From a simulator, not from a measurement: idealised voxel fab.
The name of this process module is voxel spacer lines.
cross-section cut | 290 nm wide | cells 5 nm
A cross-section is a grid of square cells, given in bands from the top down. A band is one or more rows of cells. The band entry comprises the height of the band's top followed by the height of its bottom, expressed in nm, and subsequently the band's materials from left to right, each stated together with its width in nm. Where a single material is marked with the word "throughout", that material fills the band from edge to edge. The word "blank" represents empty space. Ref level 0: as-received wafer is one material below here. Bottom band extends down with no lower bound ("0 down"). The notation "30..40" denotes a width that varies across the rows of cells in the band, beginning at the first number in the top row, finishing at the second number in the bottom row, and changing by an identical amount from each row to the next. The cross-section has no changed cell in any step marked "nothing changed". The list in "Cavities, sealed" covers empty spaces of 8 cells or more that cannot reach the top through any open way, and it gives each as width x height at distance; the distance is from the left edge, and width, height and distance are in nm. Post-settings text on a step line: simulator's own remark regarding the step. overlay nm: mask offset rightward from planned place, masked step; negative means leftward offset.
## Below is the list of planned process steps
1 RECEIVE [material Si]
2 CONFORMAL_DEP [material Al2O3] [thk nm 10]
3 DIRECTIONAL_DEP [material polySi] [thk nm 20]
4 DIRECTIONAL_DEP [material aC] [thk nm 20]
5 PATTERN [tone cover] [mask id MANDREL] [material resist] [width nm 20] [pitch nm 70] [thk nm 30] [overlay nm 0]
6 DIRECTIONAL_ETCH [etch materials aC] [depth nm 20]
7 STRIP [etch materials resist]
8 CONFORMAL_DEP [material SiN] [thk nm 15]
9 DIRECTIONAL_ETCH [etch materials SiN] [depth nm 15]
10 STRIP [etch materials aC]
11 DIRECTIONAL_ETCH [etch materials polySi] [depth nm 20]
12 STRIP [etch materials SiN]
13 FILL_DEP [material lowk] [thk nm 5]
14 CMP [height nm 30]
## The first of a set of two wafers, run to plan
## Incoming wafer, cross-sectional view, post step 1
  0 down | Si throughout
  Cavities, sealed: none
## Presented here is a cross-section of the wafer after step 2 has been performed
  10 to 0 | Al2O3 throughout
  Under 0: no change, same as before.
## Presented here is a cross-section of the wafer after step 3 has been performed
  30 to 10 | polySi throughout
  Under 10: no change, same as before.
## Presented here is a cross-section of the wafer after step 4 has been performed
  50 to 30 | aC throughout
  Under 30: no change, same as before.
## Presented here is a cross-section of the wafer after step 5 has been performed
  80 to 50 | blank 100, resist 20, blank 50, resist 20, blank 100
  Under 50: no change, same as before.
## Presented here is a cross-section of the wafer after step 6 has been performed
  60 to 50 | blank 100, resist 20, blank 50, resist 20, blank 100
  50 to 30 | blank 100, aC 20, blank 50, aC 20, blank 100
  Under 30: no change, same as before.
## Presented here is a cross-section of the wafer after step 7 has been performed
  50 to 30 | blank 100, aC 20, blank 50, aC 20, blank 100
  Under 30: no change, same as before.
## Presented here is a cross-section of the wafer after step 8 has been performed
  65 to 50 | blank 85, SiN 50, blank 20, SiN 50, blank 85
  50 to 45 | blank 85, SiN 15, aC 20, SiN 15, blank 20, SiN 15, aC 20, SiN 15, blank 85
  45 to 30 | SiN 100, aC 20, SiN 50, aC 20, SiN 100
  Under 30: no change, same as before.
## Presented here is a cross-section of the wafer after step 9 has been performed
  50 to 30 | blank 85, SiN 15, aC 20, SiN 15, blank 20, SiN 15, aC 20, SiN 15, blank 85
  Under 30: no change, same as before.
## Presented here is a cross-section of the wafer after step 10 has been performed
  50 to 30 | blank 85, SiN 15, blank 20, SiN 15, blank 20, SiN 15, blank 20, SiN 15, blank 85
  Under 30: no change, same as before.
## Presented here is a cross-section of the wafer after step 11 has been performed
  50 to 30 | blank 85, SiN 15, blank 20, SiN 15, blank 20, SiN 15, blank 20, SiN 15, blank 85
  30 to 10 | blank 85, polySi 15, blank 20, polySi 15, blank 20, polySi 15, blank 20, polySi 15, blank 85
  Under 10: no change, same as before.
## Presented here is a cross-section of the wafer after step 12 has been performed
  30 to 10 | blank 85, polySi 15, blank 20, polySi 15, blank 20, polySi 15, blank 20, polySi 15, blank 85
  Under 10: no change, same as before.
## Presented here is a cross-section of the wafer after step 13 has been performed
  35 to 30 | lowk throughout
  30 to 10 | lowk 85, polySi 15, lowk 20, polySi 15, lowk 20, polySi 15, lowk 20, polySi 15, lowk 85
  Under 10: no change, same as before.
## Presented here is a cross-section of the wafer after step 14 has been performed
  30 to 10 | lowk 85, polySi 15, lowk 20, polySi 15, lowk 20, polySi 15, lowk 20, polySi 15, lowk 85
  Under 10: no change, same as before.
## The second wafer: identical to the first at the outset and in its planned sequence, differing only in that one mistake was made during processing; up to and including step 13, its path is the first wafer's path
## Second wafer, cross-section, planned end of step 14
  25 to 10 | lowk 85, polySi 15, lowk 20, polySi 15, lowk 20, polySi 15, lowk 20, polySi 15, lowk 85
  Under 10: no change, same as before.
Deviation from plan: for step 14, the planned setting was not used; the step was instead run as CMP [height nm 25]
Materials where the second wafer ends with more or fewer cells than the first: -46 lowk | -12 polySi
